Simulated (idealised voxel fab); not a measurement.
The following process module bears the name voxel self aligned vias.
Each square cell in cross-section cut measures 5 nm, and the section as a whole is 235 nm wide.
In this document a cross-section is written as a grid of square cells. It is given as a series of bands, listed from the top down, and a band is one or more rows of cells.
Each band's line starts with the height of the band's top and of its bottom, in nm. Then come its materials from left to right, each with its width in nm. One material with "edge to edge" fills the band from edge to edge. "empty" is empty space.
Below 0: as-received wafer, all one material; heights counted from there. Lowest band: no bottom, goes on down, written "from 0 down".
Top row gets the first number, bottom row gets the second, and each row in between changes by the same step: that is how a band width like "30..40" works.
Given "changes: none" for a step, no cell of the cross-section differs between before and after that step.
Any empty space of 8 cells or more lacking an open way to the top shows up in "Voids, sealed" as width x height at distance, distance from the left edge, in nm.
It should be noted that, on the line of a given step, the content following the step's settings is a remark produced by the simulator itself with respect to that step.
Each step line may optionally specify "overlay nm", which for a step with a mask gives the rightward distance between the mask's planned place and where it lay, a negative value indicating the leftward direction.
[Process steps foreseen in the plan]
1: RECEIVE with material Si
2: CONFORMAL_DEP with material SiO2, thk nm 10
3: CONFORMAL_DEP with material SiCN, thk nm 5
4: DIRECTIONAL_DEP with material lowk, thk nm 20
5: MASKED_ETCH with tone open, mask id LINES, width nm 30, pitch nm 70, etch materials lowk, depth nm 20, overlay nm 0
6: CONFORMAL_DEP with material TiN, thk nm 5
7: FILL_DEP with material W, thk nm 10
8: CMP with height nm 35
9: SELECTIVE_ETCH with etch materials W Ru TiN, depth nm 5
10: FILL_DEP with material SiN, thk nm 5
11: CMP with height nm 35
12: DIRECTIONAL_DEP with material lowk, thk nm 15
13: PATTERN with tone open, mask id VIAS, material resist, width nm 50, thk nm 20, overlay nm 0
14: DIRECTIONAL_ETCH with etch materials lowk, depth nm 15
15: DIRECTIONAL_ETCH with etch materials SiN, depth nm 5
16: STRIP with etch materials resist
17: CONFORMAL_DEP with material TiN, thk nm 5
18: FILL_DEP with material Cu, thk nm 5
19: CMP with height nm 50
20: CONFORMAL_DEP with material SiCN, thk nm 5
[This is the cross-section of the wafer as we received it, i.e. after step 1]
* from 0 down = Si edge to edge
* Voids, sealed: none
[Final wafer profile in cross-section after the module, from the same start and plan as above, with one mistake made during processing]
* from 55 to 50 = SiCN edge to edge
* from 50 to 40 = lowk: 60 | TiN: 5 | Cu: 30 | TiN: 5 | lowk: 135
* from 40 to 35 = lowk: 60 | TiN: 10 | Cu: 20 | TiN: 10 | lowk: 135
* from 35 to 30 = lowk: 65 | TiN: 30 | lowk: 40 | SiN: 30 | lowk: 70
* from 30 to 20 = lowk: 65 | TiN: 5 | W: 20 | TiN: 5 | lowk: 40 | TiN: 5 | W: 20 | TiN: 5 | lowk: 70
* from 20 to 15 = lowk: 65 | TiN: 30 | lowk: 40 | TiN: 30 | lowk: 70
* from 15 to 10 = SiCN edge to edge
* from 10 to 0 = SiO2 edge to edge
* from 0 down = Si edge to edge
* Voids, sealed: none
What was done differently from what was planned? in deviation from the planned setting, step 13 was conducted as PATTERN with tone open, mask id VIAS, material resist, width nm 40, thk nm 20, overlay nm 0
